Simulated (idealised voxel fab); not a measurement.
Title: Process Module voxel ribs on slabs
Section shown: cut. Width: 280 nm. Cell size: 5 nm, square.
In what follows, cross-sections appear as grids of square cells, described through bands that run from the top down, where every band is one or more rows of cells. Top height, bottom height, nm. Materials left to right, width each, nm. Single material + "edge to edge" = fills band edge to edge. "blank" = empty. Beneath 0, the wafer as received is one material, and that level is where height counting begins. The lowest band goes on downward without a bottom; it is written like "0 down". You'd read "30..40" like this: the band's top row of cells is as wide as the first number, its bottom row is as wide as the second, and going down, every row changes width by the same amount as the row before did. Basically "all unchanged" means that step didn't change any cell in the cross-section. "Completely sealed voids": sealed empty spaces, 8 cells or more, no open way to top, listed width x height at distance, with distance from the left edge and width, height and distance in nm. On a step's line, text after the settings is the simulator commenting on that step. On any step carrying a mask, the "overlay nm" setting, if present on the step's line, tells how far right of its planned place the mask lay; negative values point to the left.

# Steps in the process plan
1: RECEIVE | material Si
2: DIRECTIONAL_DEP | material SiO2 | thk nm 25
3: DIRECTIONAL_DEP | material polySi | thk nm 15
4: DIRECTIONAL_DEP | material aC | thk nm 10
5: PATTERN | tone cover | mask id RIB | material resist | width nm 15 | thk nm 30 | overlay nm 0
6: DIRECTIONAL_ETCH | etch materials aC | depth nm 10
7: STRIP | etch materials resist
8: DIRECTIONAL_ETCH | etch materials polySi | depth nm 10
9: STRIP | etch materials aC
10: MASKED_ETCH | tone cover | mask id SLAB | width nm 45 | etch materials polySi | depth nm 5 | overlay nm 0
11: FILL_DEP | material SiO2 | thk nm 15
12: CMP | height nm 50
13: DIRECTIONAL_DEP | material TiN | thk nm 5
14: MASKED_ETCH | tone cover | mask id HEATER | width nm 25 | etch materials TiN | depth nm 5 | overlay nm 0
15: CONFORMAL_DEP | material SiO2 | thk nm 10

# Cross-section of the wafer upon arrival, representing the state reached after step 1
* 0 down | Si edge to edge
* Completely sealed voids: none

# First of two wafers, end-of-module section, run followed plan
* 65 to 60 | blank (115); SiO2 (45); blank (120)
* 60 to 55 | SiO2 edge to edge
* 55 to 50 | SiO2 (125); TiN (25); SiO2 (130)
* 50 to 40 | SiO2 edge to edge
* 40 to 30 | SiO2 (130); polySi (15); SiO2 (135)
* 30 to 25 | SiO2 (115); polySi (45); SiO2 (120)
* 25 to 0 | SiO2 edge to edge
* 0 down | Si edge to edge
* Completely sealed voids: none

# Wafer two, sectioned after the module: the first wafer's start, the first wafer's plan, and one mistake in how it was run
* 65 to 60 | blank (115); SiO2 (45); blank (120)
* 60 to 55 | SiO2 edge to edge
* 55 to 50 | SiO2 (125); TiN (25); SiO2 (130)
* 50 to 40 | SiO2 edge to edge
* 40 to 35 | SiO2 (115); polySi (45); SiO2 (120)
* 35 to 25 | aC edge to edge
* 25 to 0 | SiO2 edge to edge
* 0 down | Si edge to edge
* Completely sealed voids: none
The plan and the run diverged here: so 3 and 4 got swapped relative to the plan, each ran where the other was supposed to
It is noted that, at the conclusion of processing, the second wafer exhibits a higher or lower cell count for certain materials relative to the first: SiO2 -106 | aC +112 | polySi -6
